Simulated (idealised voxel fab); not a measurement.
Process module in this document: voxel gate over fins
It is cross-section cut that appears here, measuring 235 nm in width, its square cells being 5 nm in size.
A cross-section is written here as square cells arranged in a grid, and it is given in bands from the top down, each band taking up one or more rows of cells.
First you get the band's top height and its bottom height, in nm, and then the materials it's made of, left to right, with each width in nm. If you see a single material with "all across", that one covers the band edge to edge. "empty" is empty space.
Beneath 0, the wafer as received is one material, and that level is where height counting begins. The lowest band goes on downward without a bottom; it is written like "z 0 and below".
You'd read "30..40" like this: the band's top row of cells is as wide as the first number, its bottom row is as wide as the second, and going down, every row changes width by the same amount as the row before did.
Basically "no alterations made" means that step didn't change any cell in the cross-section.
In the "Voids lacking openings" entry, you get each enclosed empty space of 8 cells or more, one with no open way to the top, written width x height at distance, distance from the left edge, in nm.
That trailing text on a step's line, after the settings, is the simulator's own remark on the step.
The optional step-line setting "overlay nm" applies to steps with a mask and quantifies how far to the right of its planned location the mask lay, a negative value indicating leftward placement.
Pairs ahead. Before: cross-section ahead of one process step. After: cross-section once the step is done, shown to the lowest changed band only. Under each pair: that step, with settings. Caution: pairs may come from different runs of this module on the same starting wafer; a pair follows the pair above only where its "State before step" entry says so.

State before step:
- z 0 and below: Si all across
- Voids lacking openings: none

Post-Step Cross-Section:
- z 10 to 0: SiN all across
- All layers under 0 are left as they were.
- Voids lacking openings: none
It is this step that lies between the two cross-sections above: CONFORMAL_DEP, material SiN, thk nm 10

State before step: identical to the post-step cross-section of the immediately preceding pair.

Post-Step Cross-Section:
- z 10 to 0: empty: 35 / SiN: 15 / empty: 35 / SiN: 15 / empty: 35 / SiN: 15 / empty: 35 / SiN: 15 / empty: 35
- All layers under 0 are left as they were.
- Voids lacking openings: none
It is this step that lies between the two cross-sections above: MASKED_ETCH, tone cover, mask id FINS, width nm 15, pitch nm 50, etch materials SiN, depth nm 10, overlay nm 0

State before step: identical to the post-step cross-section of the immediately preceding pair.

Post-Step Cross-Section:
- z 10 to 0: empty: 35 / SiN: 15 / empty: 35 / SiN: 15 / empty: 35 / SiN: 15 / empty: 35 / SiN: 15 / empty: 35
- z 0 to -30: empty: 35 / Si: 15 / empty: 35 / Si: 15 / empty: 35 / Si: 15 / empty: 35 / Si: 15 / empty: 35
- All layers under -30 are left as they were.
- Voids lacking openings: none
It is this step that lies between the two cross-sections above: MASKED_ETCH, tone cover, mask id FINS, width nm 15, pitch nm 50, etch materials Si, depth nm 30, overlay nm 0

State before step: identical to the post-step cross-section of the immediately preceding pair.

Post-Step Cross-Section:
- z 10 to 0: empty: 35 / SiN: 15 / empty: 35 / SiN: 15 / empty: 35 / SiN: 15 / empty: 35 / SiN: 15 / empty: 35
- z 0 to -30: empty: 35 / SiO2: 5 / Si: 5 / SiO2: 5 / empty: 35 / SiO2: 5 / Si: 5 / SiO2: 5 / empty: 35 / SiO2: 5 / Si: 5 / SiO2: 5 / empty: 35 / SiO2: 5 / Si: 5 / SiO2: 5 / empty: 35
- z -30 to -35: SiO2: 40 / Si: 5 / SiO2: 45 / Si: 5 / SiO2: 45 / Si: 5 / SiO2: 45 / Si: 5 / SiO2: 40
- All layers under -35 are left as they were.
- Voids lacking openings: none
It is this step that lies between the two cross-sections above: OXIDIZE, depth nm 5

State before step: identical to the post-step cross-section of the immediately preceding pair.

Post-Step Cross-Section:
- z 20 to 10: SiO2 all across
- z 10 to 0: SiO2: 35 / SiN: 15 / SiO2: 35 / SiN: 15 / SiO2: 35 / SiN: 15 / SiO2: 35 / SiN: 15 / SiO2: 35
- z 0 to -35: SiO2: 40 / Si: 5 / SiO2: 45 / Si: 5 / SiO2: 45 / Si: 5 / SiO2: 45 / Si: 5 / SiO2: 40
- All layers under -35 are left as they were.
- Voids lacking openings: none
It is this step that lies between the two cross-sections above: FILL_DEP, material SiO2, thk nm 10

State before step: identical to the post-step cross-section of the immediately preceding pair.

Post-Step Cross-Section:
- z 10 to 0: SiO2: 35 / SiN: 15 / SiO2: 35 / SiN: 15 / SiO2: 35 / SiN: 15 / SiO2: 35 / SiN: 15 / SiO2: 35
- All layers under 0 are left as they were.
- Voids lacking openings: none
It is this step that lies between the two cross-sections above: CMP, height nm 10

State before step: identical to the post-step cross-section of the immediately preceding pair.

Post-Step Cross-Section:
- z 25 to 10: resist: 60 / empty: 15 / resist: 160
- All layers under 10 are left as they were.
- Voids lacking openings: none
It is this step that lies between the two cross-sections above: PATTERN, tone open, mask id RAIL, material resist, width nm 15, thk nm 15, overlay nm 0

State before step: identical to the post-step cross-section of the immediately preceding pair.

Post-Step Cross-Section:
- z 25 to 10: resist: 60 / empty: 15 / resist: 160
- z 10 to 0: SiO2: 35 / SiN: 15 / SiO2: 10 / empty: 15 / SiO2: 10 / SiN: 15 / SiO2: 35 / SiN: 15 / SiO2: 35 / SiN: 15 / SiO2: 35
- z 0 to -25: SiO2: 40 / Si: 5 / SiO2: 15 / empty: 15 / SiO2: 15 / Si: 5 / SiO2: 45 / Si: 5 / SiO2: 45 / Si: 5 / SiO2: 40
- All layers under -25 are left as they were.
- Voids lacking openings: none
It is this step that lies between the two cross-sections above: DIRECTIONAL_ETCH, etch materials SiO2, depth nm 35

State before step: identical to the post-step cross-section of the immediately preceding pair.

Post-Step Cross-Section:
- z 10 to 0: SiO2: 35 / SiN: 15 / SiO2: 10 / empty: 15 / SiO2: 10 / SiN: 15 / SiO2: 35 / SiN: 15 / SiO2: 35 / SiN: 15 / SiO2: 35
- All layers under 0 are left as they were.
- Voids lacking openings: none
It is this step that lies between the two cross-sections above: STRIP, etch materials resist

State before step: identical to the post-step cross-section of the immediately preceding pair.

Post-Step Cross-Section:
- z 15 to 10: TiN: 65 / empty: 5 / TiN: 165
- z 10 to 0: SiO2: 35 / SiN: 15 / SiO2: 10 / TiN: 5 / empty: 5 / TiN: 5 / SiO2: 10 / SiN: 15 / SiO2: 35 / SiN: 15 / SiO2: 35 / SiN: 15 / SiO2: 35
- z 0 to -20: SiO2: 40 / Si: 5 / SiO2: 15 / TiN: 5 / empty: 5 / TiN: 5 / SiO2: 15 / Si: 5 / SiO2: 45 / Si: 5 / SiO2: 45 / Si: 5 / SiO2: 40
- z -20 to -25: SiO2: 40 / Si: 5 / SiO2: 15 / TiN: 15 / SiO2: 15 / Si: 5 / SiO2: 45 / Si: 5 / SiO2: 45 / Si: 5 / SiO2: 40
- All layers under -25 are left as they were.
- Voids lacking openings: none
It is this step that lies between the two cross-sections above: CONFORMAL_DEP, material TiN, thk nm 5

State before step: identical to the post-step cross-section of the immediately preceding pair.

Post-Step Cross-Section:
- z 20 to 15: W all across
- z 15 to 10: TiN: 65 / W: 5 / TiN: 165
- z 10 to 0: SiO2: 35 / SiN: 15 / SiO2: 10 / TiN: 5 / W: 5 / TiN: 5 / SiO2: 10 / SiN: 15 / SiO2: 35 / SiN: 15 / SiO2: 35 / SiN: 15 / SiO2: 35
- z 0 to -20: SiO2: 40 / Si: 5 / SiO2: 15 / TiN: 5 / W: 5 / TiN: 5 / SiO2: 15 / Si: 5 / SiO2: 45 / Si: 5 / SiO2: 45 / Si: 5 / SiO2: 40
- All layers under -20 are left as they were.
- Voids lacking openings: none
It is this step that lies between the two cross-sections above: FILL_DEP, material W, thk nm 5

State before step: identical to the post-step cross-section of the immediately preceding pair.

Post-Step Cross-Section:
- z 10 to 0: SiO2: 35 / SiN: 15 / SiO2: 10 / TiN: 5 / W: 5 / TiN: 5 / SiO2: 10 / SiN: 15 / SiO2: 35 / SiN: 15 / SiO2: 35 / SiN: 15 / SiO2: 35
- All layers under 0 are left as they were.
- Voids lacking openings: none
It is this step that lies between the two cross-sections above: CMP, height nm 10

State before step: identical to the post-step cross-section of the immediately preceding pair.

Post-Step Cross-Section:
- z 10 to 0: SiO2: 35 / SiN: 15 / SiO2: 10 / empty: 15 / SiO2: 10 / SiN: 15 / SiO2: 35 / SiN: 15 / SiO2: 35 / SiN: 15 / SiO2: 35
- z 0 to -20: SiO2: 40 / Si: 5 / SiO2: 15 / empty: 15 / SiO2: 15 / Si: 5 / SiO2: 45 / Si: 5 / SiO2: 45 / Si: 5 / SiO2: 40
- All layers under -20 are left as they were.
- Voids lacking openings: none
It is this step that lies between the two cross-sections above: SELECTIVE_ETCH, etch materials W Ru TiN, depth nm 30

State before step: identical to the post-step cross-section of the immediately preceding pair.

Post-Step Cross-Section:
- z 15 to 10: SiO2 all across
- z 10 to 0: SiO2: 35 / SiN: 15 / SiO2: 35 / SiN: 15 / SiO2: 35 / SiN: 15 / SiO2: 35 / SiN: 15 / SiO2: 35
- z 0 to -20: SiO2: 40 / Si: 5 / SiO2: 45 / Si: 5 / SiO2: 45 / Si: 5 / SiO2: 45 / Si: 5 / SiO2: 40
- All layers under -20 are left as they were.
- Voids lacking openings: none
It is this step that lies between the two cross-sections above: FILL_DEP, material SiO2, thk nm 5

State before step: identical to the post-step cross-section of the immediately preceding pair.

Post-Step Cross-Section:
- z 10 to 0: SiO2: 35 / SiN: 15 / SiO2: 35 / SiN: 15 / SiO2: 35 / SiN: 15 / SiO2: 35 / SiN: 15 / SiO2: 35
- All layers under 0 are left as they were.
- Voids lacking openings: none
It is this step that lies between the two cross-sections above: CMP, height nm 10

State before step: identical to the post-step cross-section of the immediately preceding pair.

Post-Step Cross-Section:
- z 10 to 0: empty: 35 / SiN: 15 / empty: 35 / SiN: 15 / empty: 35 / SiN: 15 / empty: 35 / SiN: 15 / empty: 35
- z 0 to -10: empty: 40 / Si: 5 / empty: 45 / Si: 5 / empty: 45 / Si: 5 / empty: 45 / Si: 5 / empty: 40
- All layers under -10 are left as they were.
- Voids lacking openings: none
It is this step that lies between the two cross-sections above: SELECTIVE_ETCH, etch materials SiO2, depth nm 20

State before step: identical to the post-step cross-section of the immediately preceding pair.

Post-Step Cross-Section:
- z 0 to -10: empty: 40 / Si: 5 / empty: 45 / Si: 5 / empty: 45 / Si: 5 / empty: 45 / Si: 5 / empty: 40
- All layers under -10 are left as they were.
- Voids lacking openings: none
It is this step that lies between the two cross-sections above: STRIP, etch materials SiN

State before step: identical to the post-step cross-section of the immediately preceding pair.

Post-Step Cross-Section:
- z 5 to 0: empty: 35 / HfO2: 15 / empty: 35 / HfO2: 15 / empty: 35 / HfO2: 15 / empty: 35 / HfO2: 15 / empty: 35
- z 0 to -5: empty: 35 / HfO2: 5 / Si: 5 / HfO2: 5 / empty: 35 / HfO2: 5 / Si: 5 / HfO2: 5 / empty: 35 / HfO2: 5 / Si: 5 / HfO2: 5 / empty: 35 / HfO2: 5 / Si: 5 / HfO2: 5 / empty: 35
- z -5 to -10: HfO2: 40 / Si: 5 / HfO2: 45 / Si: 5 / HfO2: 45 / Si: 5 / HfO2: 45 / Si: 5 / HfO2: 40
- All layers under -10 are left as they were.
- Voids lacking openings: none
It is this step that lies between the two cross-sections above: CONFORMAL_DEP, material HfO2, thk nm 5

State before step: identical to the post-step cross-section of the immediately preceding pair.

Post-Step Cross-Section:
- z 10 to 5: empty: 30 / TiN: 25 / empty: 25 / TiN: 25 / empty: 25 / TiN: 25 / empty: 25 / TiN: 25 / empty: 30
- z 5 to 0: empty: 30 / TiN: 5 / HfO2: 15 / TiN: 5 / empty: 25 / TiN: 5 / HfO2: 15 / TiN: 5 / empty: 25 / TiN: 5 / HfO2: 15 / TiN: 5 / empty: 25 / TiN: 5 / HfO2: 15 / TiN: 5 / empty: 30
- z 0 to -5: TiN: 35 / HfO2: 5 / Si: 5 / HfO2: 5 / TiN: 35 / HfO2: 5 / Si: 5 / HfO2: 5 / TiN: 35 / HfO2: 5 / Si: 5 / HfO2: 5 / TiN: 35 / HfO2: 5 / Si: 5 / HfO2: 5 / TiN: 35
- All layers under -5 are left as they were.
- Voids lacking openings: none
It is this step that lies between the two cross-sections above: CONFORMAL_DEP, material TiN, thk nm 5

State before step: identical to the post-step cross-section of the immediately preceding pair.

Post-Step Cross-Section:
- z 15 to 10: empty: 25 / TiAl: 35 / empty: 15 / TiAl: 35 / empty: 15 / TiAl: 35 / empty: 15 / TiAl: 35 / empty: 25
- z 10 to 5: empty: 25 / TiAl: 5 / TiN: 25 / TiAl: 5 / empty: 15 / TiAl: 5 / TiN: 25 / TiAl: 5 / empty: 15 / TiAl: 5 / TiN: 25 / TiAl: 5 / empty: 15 / TiAl: 5 / TiN: 25 / TiAl: 5 / empty: 25
- z 5 to 0: TiAl: 30 / TiN: 5 / HfO2: 15 / TiN: 5 / TiAl: 25 / TiN: 5 / HfO2: 15 / TiN: 5 / TiAl: 25 / TiN: 5 / HfO2: 15 / TiN: 5 / TiAl: 25 / TiN: 5 / HfO2: 15 / TiN: 5 / TiAl: 30
- All layers under 0 are left as they were.
- Voids lacking openings: none
It is this step that lies between the two cross-sections above: CONFORMAL_DEP, material TiAl, thk nm 5

State before step: identical to the post-step cross-section of the immediately preceding pair.

Post-Step Cross-Section:
- z 20 to 15: empty: 20 / TiN: 45 / empty: 5 / TiN: 45 / empty: 5 / TiN: 45 / empty: 5 / TiN: 45 / empty: 20
- z 15 to 10: empty: 20 / TiN: 5 / TiAl: 35 / TiN: 5 / empty: 5 / TiN: 5 / TiAl: 35 / TiN: 5 / empty: 5 / TiN: 5 / TiAl: 35 / TiN: 5 / empty: 5 / TiN: 5 / TiAl: 35 / TiN: 5 / empty: 20
- z 10 to 5: TiN: 25 / TiAl: 5 / TiN: 25 / TiAl: 5 / TiN: 15 / TiAl: 5 / TiN: 25 / TiAl: 5 / TiN: 15 / TiAl: 5 / TiN: 25 / TiAl: 5 / TiN: 15 / TiAl: 5 / TiN: 25 / TiAl: 5 / TiN: 25
- All layers under 5 are left as they were.
- Voids lacking openings: none
It is this step that lies between the two cross-sections above: CONFORMAL_DEP, material TiN, thk nm 5

State before step: identical to the post-step cross-section of the immediately preceding pair.

Post-Step Cross-Section:
- z 30 to 20: W all across
- z 20 to 15: W: 20 / TiN: 45 / W: 5 / TiN: 45 / W: 5 / TiN: 45 / W: 5 / TiN: 45 / W: 20
- z 15 to 10: W: 20 / TiN: 5 / TiAl: 35 / TiN: 5 / W: 5 / TiN: 5 / TiAl: 35 / TiN: 5 / W: 5 / TiN: 5 / TiAl: 35 / TiN: 5 / W: 5 / TiN: 5 / TiAl: 35 / TiN: 5 / W: 20
- All layers under 10 are left as they were.
- Voids lacking openings: none
It is this step that lies between the two cross-sections above: FILL_DEP, material W, thk nm 10

State before step: identical to the post-step cross-section of the immediately preceding pair.

Post-Step Cross-Section:
- z 25 to 20: W all across
- All layers under 20 are left as they were.
- Voids lacking openings: none
It is this step that lies between the two cross-sections above: CMP, height nm 25

State before step: identical to the post-step cross-section of the immediately preceding pair.

Post-Step Cross-Section:
- z 30 to 25: SiN all across
- All layers under 25 are left as they were.
- Voids lacking openings: none
It is this step that lies between the two cross-sections above: CONFORMAL_DEP, material SiN, thk nm 5

State before step:
- z 0 to -10: empty: 40 / Si: 5 / empty: 45 / Si: 5 / empty: 45 / Si: 5 / empty: 45 / Si: 5 / empty: 40
- z -10 to -20: SiO2: 40 / Si: 5 / SiO2: 45 / Si: 5 / SiO2: 45 / Si: 5 / SiO2: 45 / Si: 5 / SiO2: 40
- z -20 to -25: SiO2: 40 / Si: 5 / SiO2: 15 / TiN: 15 / SiO2: 15 / Si: 5 / SiO2: 45 / Si: 5 / SiO2: 45 / Si: 5 / SiO2: 40
- z -25 to -35: SiO2: 40 / Si: 5 / SiO2: 45 / Si: 5 / SiO2: 45 / Si: 5 / SiO2: 45 / Si: 5 / SiO2: 40
- z -35 and below: Si all across
- Voids lacking openings: none

Post-Step Cross-Section:
- z 5 to 0: empty: 35 / TiN: 15 / empty: 35 / TiN: 15 / empty: 35 / TiN: 15 / empty: 35 / TiN: 15 / empty: 35
- z 0 to -5: empty: 35 / TiN: 5 / Si: 5 / TiN: 5 / empty: 35 / TiN: 5 / Si: 5 / TiN: 5 / empty: 35 / TiN: 5 / Si: 5 / TiN: 5 / empty: 35 / TiN: 5 / Si: 5 / TiN: 5 / empty: 35
- z -5 to -10: TiN: 40 / Si: 5 / TiN: 45 / Si: 5 / TiN: 45 / Si: 5 / TiN: 45 / Si: 5 / TiN: 40
- All layers under -10 are left as they were.
- Voids lacking openings: none
It is this step that lies between the two cross-sections above: CONFORMAL_DEP, material TiN, thk nm 5

State before step: identical to the post-step cross-section of the immediately preceding pair.

Post-Step Cross-Section:
- z 10 to 5: empty: 30 / TiAl: 25 / empty: 25 / TiAl: 25 / empty: 25 / TiAl: 25 / empty: 25 / TiAl: 25 / empty: 30
- z 5 to 0: empty: 30 / TiAl: 5 / TiN: 15 / TiAl: 5 / empty: 25 / TiAl: 5 / TiN: 15 / TiAl: 5 / empty: 25 / TiAl: 5 / TiN: 15 / TiAl: 5 / empty: 25 / TiAl: 5 / TiN: 15 / TiAl: 5 / empty: 30
- z 0 to -5: TiAl: 35 / TiN: 5 / Si: 5 / TiN: 5 / TiAl: 35 / TiN: 5 / Si: 5 / TiN: 5 / TiAl: 35 / TiN: 5 / Si: 5 / TiN: 5 / TiAl: 35 / TiN: 5 / Si: 5 / TiN: 5 / TiAl: 35
- All layers under -5 are left as they were.
- Voids lacking openings: none
It is this step that lies between the two cross-sections above: CONFORMAL_DEP, material TiAl, thk nm 5

State before step: identical to the post-step cross-section of the immediately preceding pair.

Post-Step Cross-Section:
- z 15 to 10: empty: 25 / TiN: 35 / empty: 15 / TiN: 35 / empty: 15 / TiN: 35 / empty: 15 / TiN: 35 / empty: 25
- z 10 to 5: empty: 25 / TiN: 5 / TiAl: 25 / TiN: 5 / empty: 15 / TiN: 5 / TiAl: 25 / TiN: 5 / empty: 15 / TiN: 5 / TiAl: 25 / TiN: 5 / empty: 15 / TiN: 5 / TiAl: 25 / TiN: 5 / empty: 25
- z 5 to 0: TiN: 30 / TiAl: 5 / TiN: 15 / TiAl: 5 / TiN: 25 / TiAl: 5 / TiN: 15 / TiAl: 5 / TiN: 25 / TiAl: 5 / TiN: 15 / TiAl: 5 / TiN: 25 / TiAl: 5 / TiN: 15 / TiAl: 5 / TiN: 30
- All layers under 0 are left as they were.
- Voids lacking openings: none
It is this step that lies between the two cross-sections above: CONFORMAL_DEP, material TiN, thk nm 5

State before step: identical to the post-step cross-section of the immediately preceding pair.

Post-Step Cross-Section:
- z 25 to 15: W all across
- z 15 to 10: W: 25 / TiN: 35 / W: 15 / TiN: 35 / W: 15 / TiN: 35 / W: 15 / TiN: 35 / W: 25
- z 10 to 5: W: 25 / TiN: 5 / TiAl: 25 / TiN: 5 / W: 15 / TiN: 5 / TiAl: 25 / TiN: 5 / W: 15 / TiN: 5 / TiAl: 25 / TiN: 5 / W: 15 / TiN: 5 / TiAl: 25 / TiN: 5 / W: 25
- All layers under 5 are left as they were.
- Voids lacking openings: none
It is this step that lies between the two cross-sections above: FILL_DEP, material W, thk nm 10

State before step: identical to the post-step cross-section of the immediately preceding pair.

Post-Step Cross-Section:
- z 30 to 25: SiN all across
- All layers under 25 are left as they were.
- Voids lacking openings: none
It is this step that lies between the two cross-sections above: CONFORMAL_DEP, material SiN, thk nm 5

State before step:
- z 10 to 0: empty: 35 / SiN: 15 / empty: 35 / SiN: 15 / empty: 35 / SiN: 15 / empty: 35 / SiN: 15 / empty: 35
- z 0 to -30: empty: 35 / Si: 15 / empty: 35 / Si: 15 / empty: 35 / Si: 15 / empty: 35 / Si: 15 / empty: 35
- z -30 and below: Si all across
- Voids lacking openings: none

Post-Step Cross-Section:
- z 10 to 0: empty: 35 / SiN: 15 / empty: 35 / SiN: 15 / empty: 35 / SiN: 15 / empty: 35 / SiN: 15 / empty: 35
- z 0 to -60: empty: 35 / Si: 15 / empty: 35 / Si: 15 / empty: 35 / Si: 15 / empty: 35 / Si: 15 / empty: 35
- All layers under -60 are left as they were.
- Voids lacking openings: none
It is this step that lies between the two cross-sections above: MASKED_ETCH, tone cover, mask id FINS, width nm 15, pitch nm 50, etch materials Si, depth nm 30, overlay nm 0

State before step: identical to the post-step cross-section of the immediately preceding pair.

Post-Step Cross-Section:
- z 10 to 0: empty: 35 / SiN: 15 / empty: 35 / SiN: 15 / empty: 35 / SiN: 15 / empty: 35 / SiN: 15 / empty: 35
- z 0 to -60: empty: 35 / SiO2: 5 / Si: 5 / SiO2: 5 / empty: 35 / SiO2: 5 / Si: 5 / SiO2: 5 / empty: 35 / SiO2: 5 / Si: 5 / SiO2: 5 / empty: 35 / SiO2: 5 / Si: 5 / SiO2: 5 / empty: 35
- z -60 to -65: SiO2: 40 / Si: 5 / SiO2: 45 / Si: 5 / SiO2: 45 / Si: 5 / SiO2: 45 / Si: 5 / SiO2: 40
- All layers under -65 are left as they were.
- Voids lacking openings: none
It is this step that lies between the two cross-sections above: OXIDIZE, depth nm 5

State before step: identical to the post-step cross-section of the immediately preceding pair.

Post-Step Cross-Section:
- z 20 to 10: SiO2 all across
- z 10 to 0: SiO2: 35 / SiN: 15 / SiO2: 35 / SiN: 15 / SiO2: 35 / SiN: 15 / SiO2: 35 / SiN: 15 / SiO2: 35
- z 0 to -65: SiO2: 40 / Si: 5 / SiO2: 45 / Si: 5 / SiO2: 45 / Si: 5 / SiO2: 45 / Si: 5 / SiO2: 40
- All layers under -65 are left as they were.
- Voids lacking openings: none
It is this step that lies between the two cross-sections above: FILL_DEP, material SiO2, thk nm 10

State before step: identical to the post-step cross-section of the immediately preceding pair.

Post-Step Cross-Section:
- z 10 to 0: SiO2: 35 / SiN: 15 / SiO2: 35 / SiN: 15 / SiO2: 35 / SiN: 15 / SiO2: 35 / SiN: 15 / SiO2: 35
- All layers under 0 are left as they were.
- Voids lacking openings: none
It is this step that lies between the two cross-sections above: CMP, height nm 10

State before step: identical to the post-step cross-section of the immediately preceding pair.

Post-Step Cross-Section:
- z 25 to 10: resist: 60 / empty: 15 / resist: 160
- All layers under 10 are left as they were.
- Voids lacking openings: none
It is this step that lies between the two cross-sections above: PATTERN, tone open, mask id RAIL, material resist, width nm 15, thk nm 15, overlay nm 0

State before step: identical to the post-step cross-section of the immediately preceding pair.

Post-Step Cross-Section:
- z 25 to 10: resist: 60 / empty: 15 / resist: 160
- z 10 to 0: SiO2: 35 / SiN: 15 / SiO2: 10 / empty: 15 / SiO2: 10 / SiN: 15 / SiO2: 35 / SiN: 15 / SiO2: 35 / SiN: 15 / SiO2: 35
- z 0 to -25: SiO2: 40 / Si: 5 / SiO2: 15 / empty: 15 / SiO2: 15 / Si: 5 / SiO2: 45 / Si: 5 / SiO2: 45 / Si: 5 / SiO2: 40
- All layers under -25 are left as they were.
- Voids lacking openings: none
It is this step that lies between the two cross-sections above: DIRECTIONAL_ETCH, etch materials SiO2, depth nm 35

State before step: identical to the post-step cross-section of the immediately preceding pair.

Post-Step Cross-Section:
- z 10 to 0: SiO2: 35 / SiN: 15 / SiO2: 10 / empty: 15 / SiO2: 10 / SiN: 15 / SiO2: 35 / SiN: 15 / SiO2: 35 / SiN: 15 / SiO2: 35
- All layers under 0 are left as they were.
- Voids lacking openings: none
It is this step that lies between the two cross-sections above: STRIP, etch materials resist

State before step: identical to the post-step cross-section of the immediately preceding pair.

Post-Step Cross-Section:
- z 15 to 10: TiN: 65 / empty: 5 / TiN: 165
- z 10 to 0: SiO2: 35 / SiN: 15 / SiO2: 10 / TiN: 5 / empty: 5 / TiN: 5 / SiO2: 10 / SiN: 15 / SiO2: 35 / SiN: 15 / SiO2: 35 / SiN: 15 / SiO2: 35
- z 0 to -20: SiO2: 40 / Si: 5 / SiO2: 15 / TiN: 5 / empty: 5 / TiN: 5 / SiO2: 15 / Si: 5 / SiO2: 45 / Si: 5 / SiO2: 45 / Si: 5 / SiO2: 40
- z -20 to -25: SiO2: 40 / Si: 5 / SiO2: 15 / TiN: 15 / SiO2: 15 / Si: 5 / SiO2: 45 / Si: 5 / SiO2: 45 / Si: 5 / SiO2: 40
- All layers under -25 are left as they were.
- Voids lacking openings: none
It is this step that lies between the two cross-sections above: CONFORMAL_DEP, material TiN, thk nm 5

State before step: identical to the post-step cross-section of the immediately preceding pair.

Post-Step Cross-Section:
- z 20 to 15: W all across
- z 15 to 10: TiN: 65 / W: 5 / TiN: 165
- z 10 to 0: SiO2: 35 / SiN: 15 / SiO2: 10 / TiN: 5 / W: 5 / TiN: 5 / SiO2: 10 / SiN: 15 / SiO2: 35 / SiN: 15 / SiO2: 35 / SiN: 15 / SiO2: 35
- z 0 to -20: SiO2: 40 / Si: 5 / SiO2: 15 / TiN: 5 / W: 5 / TiN: 5 / SiO2: 15 / Si: 5 / SiO2: 45 / Si: 5 / SiO2: 45 / Si: 5 / SiO2: 40
- All layers under -20 are left as they were.
- Voids lacking openings: none
It is this step that lies between the two cross-sections above: FILL_DEP, material W, thk nm 5

State before step: identical to the post-step cross-section of the immediately preceding pair.

Post-Step Cross-Section:
- z 10 to 0: SiO2: 35 / SiN: 15 / SiO2: 10 / TiN: 5 / W: 5 / TiN: 5 / SiO2: 10 / SiN: 15 / SiO2: 35 / SiN: 15 / SiO2: 35 / SiN: 15 / SiO2: 35
- All layers under 0 are left as they were.
- Voids lacking openings: none
It is this step that lies between the two cross-sections above: CMP, height nm 10

State before step: identical to the post-step cross-section of the immediately preceding pair.

Post-Step Cross-Section:
- z 10 to 0: SiO2: 35 / SiN: 15 / SiO2: 10 / empty: 15 / SiO2: 10 / SiN: 15 / SiO2: 35 / SiN: 15 / SiO2: 35 / SiN: 15 / SiO2: 35
- z 0 to -20: SiO2: 40 / Si: 5 / SiO2: 15 / empty: 15 / SiO2: 15 / Si: 5 / SiO2: 45 / Si: 5 / SiO2: 45 / Si: 5 / SiO2: 40
- All layers under -20 are left as they were.
- Voids lacking openings: none
It is this step that lies between the two cross-sections above: SELECTIVE_ETCH, etch materials W Ru TiN, depth nm 30

State before step: identical to the post-step cross-section of the immediately preceding pair.

Post-Step Cross-Section:
- z 15 to 10: SiO2 all across
- z 10 to 0: SiO2: 35 / SiN: 15 / SiO2: 35 / SiN: 15 / SiO2: 35 / SiN: 15 / SiO2: 35 / SiN: 15 / SiO2: 35
- z 0 to -20: SiO2: 40 / Si: 5 / SiO2: 45 / Si: 5 / SiO2: 45 / Si: 5 / SiO2: 45 / Si: 5 / SiO2: 40
- All layers under -20 are left as they were.
- Voids lacking openings: none
It is this step that lies between the two cross-sections above: FILL_DEP, material SiO2, thk nm 5

State before step: identical to the post-step cross-section of the immediately preceding pair.

Post-Step Cross-Section:
- z 10 to 0: SiO2: 35 / SiN: 15 / SiO2: 35 / SiN: 15 / SiO2: 35 / SiN: 15 / SiO2: 35 / SiN: 15 / SiO2: 35
- All layers under 0 are left as they were.
- Voids lacking openings: none
It is this step that lies between the two cross-sections above: CMP, height nm 10

State before step: identical to the post-step cross-section of the immediately preceding pair.

Post-Step Cross-Section:
- z 10 to 0: empty: 35 / SiN: 15 / empty: 35 / SiN: 15 / empty: 35 / SiN: 15 / empty: 35 / SiN: 15 / empty: 35
- z 0 to -10: empty: 40 / Si: 5 / empty: 45 / Si: 5 / empty: 45 / Si: 5 / empty: 45 / Si: 5 / empty: 40
- All layers under -10 are left as they were.
- Voids lacking openings: none
It is this step that lies between the two cross-sections above: SELECTIVE_ETCH, etch materials SiO2, depth nm 20

State before step: identical to the post-step cross-section of the immediately preceding pair.

Post-Step Cross-Section:
- z 0 to -10: empty: 40 / Si: 5 / empty: 45 / Si: 5 / empty: 45 / Si: 5 / empty: 45 / Si: 5 / empty: 40
- All layers under -10 are left as they were.
- Voids lacking openings: none
It is this step that lies between the two cross-sections above: STRIP, etch materials SiN

State before step: identical to the post-step cross-section of the immediately preceding pair.

Post-Step Cross-Section:
- z 5 to 0: empty: 35 / HfO2: 15 / empty: 35 / HfO2: 15 / empty: 35 / HfO2: 15 / empty: 35 / HfO2: 15 / empty: 35
- z 0 to -5: empty: 35 / HfO2: 5 / Si: 5 / HfO2: 5 / empty: 35 / HfO2: 5 / Si: 5 / HfO2: 5 / empty: 35 / HfO2: 5 / Si: 5 / HfO2: 5 / empty: 35 / HfO2: 5 / Si: 5 / HfO2: 5 / empty: 35
- z -5 to -10: HfO2: 40 / Si: 5 / HfO2: 45 / Si: 5 / HfO2: 45 / Si: 5 / HfO2: 45 / Si: 5 / HfO2: 40
- All layers under -10 are left as they were.
- Voids lacking openings: none
It is this step that lies between the two cross-sections above: CONFORMAL_DEP, material HfO2, thk nm 5

State before step: identical to the post-step cross-section of the immediately preceding pair.

Post-Step Cross-Section:
- z 10 to 5: empty: 30 / TiN: 25 / empty: 25 / TiN: 25 / empty: 25 / TiN: 25 / empty: 25 / TiN: 25 / empty: 30
- z 5 to 0: empty: 30 / TiN: 5 / HfO2: 15 / TiN: 5 / empty: 25 / TiN: 5 / HfO2: 15 / TiN: 5 / empty: 25 / TiN: 5 / HfO2: 15 / TiN: 5 / empty: 25 / TiN: 5 / HfO2: 15 / TiN: 5 / empty: 30
- z 0 to -5: TiN: 35 / HfO2: 5 / Si: 5 / HfO2: 5 / TiN: 35 / HfO2: 5 / Si: 5 / HfO2: 5 / TiN: 35 / HfO2: 5 / Si: 5 / HfO2: 5 / TiN: 35 / HfO2: 5 / Si: 5 / HfO2: 5 / TiN: 35
- All layers under -5 are left as they were.
- Voids lacking openings: none
It is this step that lies between the two cross-sections above: CONFORMAL_DEP, material TiN, thk nm 5

State before step: identical to the post-step cross-section of the immediately preceding pair.

Post-Step Cross-Section:
- z 15 to 10: empty: 25 / TiAl: 35 / empty: 15 / TiAl: 35 / empty: 15 / TiAl: 35 / empty: 15 / TiAl: 35 / empty: 25
- z 10 to 5: empty: 25 / TiAl: 5 / TiN: 25 / TiAl: 5 / empty: 15 / TiAl: 5 / TiN: 25 / TiAl: 5 / empty: 15 / TiAl: 5 / TiN: 25 / TiAl: 5 / empty: 15 / TiAl: 5 / TiN: 25 / TiAl: 5 / empty: 25
- z 5 to 0: TiAl: 30 / TiN: 5 / HfO2: 15 / TiN: 5 / TiAl: 25 / TiN: 5 / HfO2: 15 / TiN: 5 / TiAl: 25 / TiN: 5 / HfO2: 15 / TiN: 5 / TiAl: 25 / TiN: 5 / HfO2: 15 / TiN: 5 / TiAl: 30
- All layers under 0 are left as they were.
- Voids lacking openings: none
It is this step that lies between the two cross-sections above: CONFORMAL_DEP, material TiAl, thk nm 5
